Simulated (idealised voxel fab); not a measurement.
Process module, titled voxel ribs on slabs
Section shown: cut. Width: 265 nm. Cell size: 5 nm, square.
Heads up, the way a cross-section reads in here is a grid of square cells, handed over as bands from the top down, with every band being one or more rows of cells.
Read a band's entry like this: the first values are the height of its top and the height of its bottom in nm, and what follows is the sequence of materials from left to right, each with its width in nm. Note that "empty" is empty space, and that a single material marked "everywhere" reaches across the band from edge to edge.
Height is counted from the level 0, under which the received wafer is composed throughout of one material. The lowest of the bands is not closed at the bottom but continues downward, in the notation "0 down".
You'd read "30->40" like this: the band's top row of cells is as wide as the first number, its bottom row is as wide as the second, and going down, every row changes width by the same amount as the row before did.
No cell of the cross-section changed in a step that is given as "identical to before".
Enclosed voids (no open way to top), threshold 8 cells or more, entry "Enclosed void list", notation width x height at distance, distance from left edge, nm.
It should be noted that, on the line of a given step, the content following the step's settings is a remark produced by the simulator itself with respect to that step.
"overlay nm", when on a step's line for a step with a mask, measures how far to the right of its planned place the mask lay; a negative measure means to the left.

[Planned process steps]
| 1 | RECEIVE [material Si] |
| 2 | DIRECTIONAL_DEP [material SiO2] [thk nm 25] |
| 3 | DIRECTIONAL_DEP [material polySi] [thk nm 15] |
| 4 | PATTERN [tone cover] [mask id RIB] [material resist] [width nm 30] [thk nm 20] [overlay nm 0] |
| 5 | DIRECTIONAL_ETCH [etch materials polySi] [depth nm 5] |
| 6 | STRIP [etch materials resist] |
| 7 | PATTERN [tone cover] [mask id SLAB] [material resist] [width nm 70] [thk nm 15] [overlay nm 0] |
| 8 | DIRECTIONAL_ETCH [etch materials polySi] [depth nm 10] |
| 9 | STRIP [etch materials resist] |
| 10 | FILL_DEP [material SiO2] [thk nm 15] |
| 11 | CMP [height nm 50] |
| 12 | DIRECTIONAL_DEP [material TiN] [thk nm 5] |
| 13 | DIRECTIONAL_DEP [material aC] [thk nm 15] |
| 14 | PATTERN [tone cover] [mask id HEATER] [material resist] [width nm 40] [thk nm 35] [overlay nm 0] |
| 15 | DIRECTIONAL_ETCH [etch materials aC] [depth nm 15] |
| 16 | STRIP [etch materials resist] |
| 17 | DIRECTIONAL_ETCH [etch materials TiN] [depth nm 5] |
| 18 | STRIP [etch materials aC] |
| 19 | CONFORMAL_DEP [material SiO2] [thk nm 10] |

[Cross-sectional view of the wafer in its as-received condition, corresponding to the state after step 1]
> 0 down  Si everywhere
> Enclosed void list: none

[What the wafer looks like in cross-section after this module, when it starts as shown above and follows the plan above but one mistake is made in running it]
> 65 to 60  100 nm empty, then 60 nm SiO2, then 105 nm empty
> 60 to 55  SiO2 everywhere
> 55 to 50  110 nm SiO2, then 40 nm TiN, then 115 nm SiO2
> 50 to 40  95 nm SiO2, then 70 nm polySi, then 100 nm SiO2
> 40 to 25  polySi everywhere
> 25 to 0  SiO2 everywhere
> 0 down  Si everywhere
> Enclosed void list: none
The plan and the run diverged here: step 3 of the plan was carried out twice
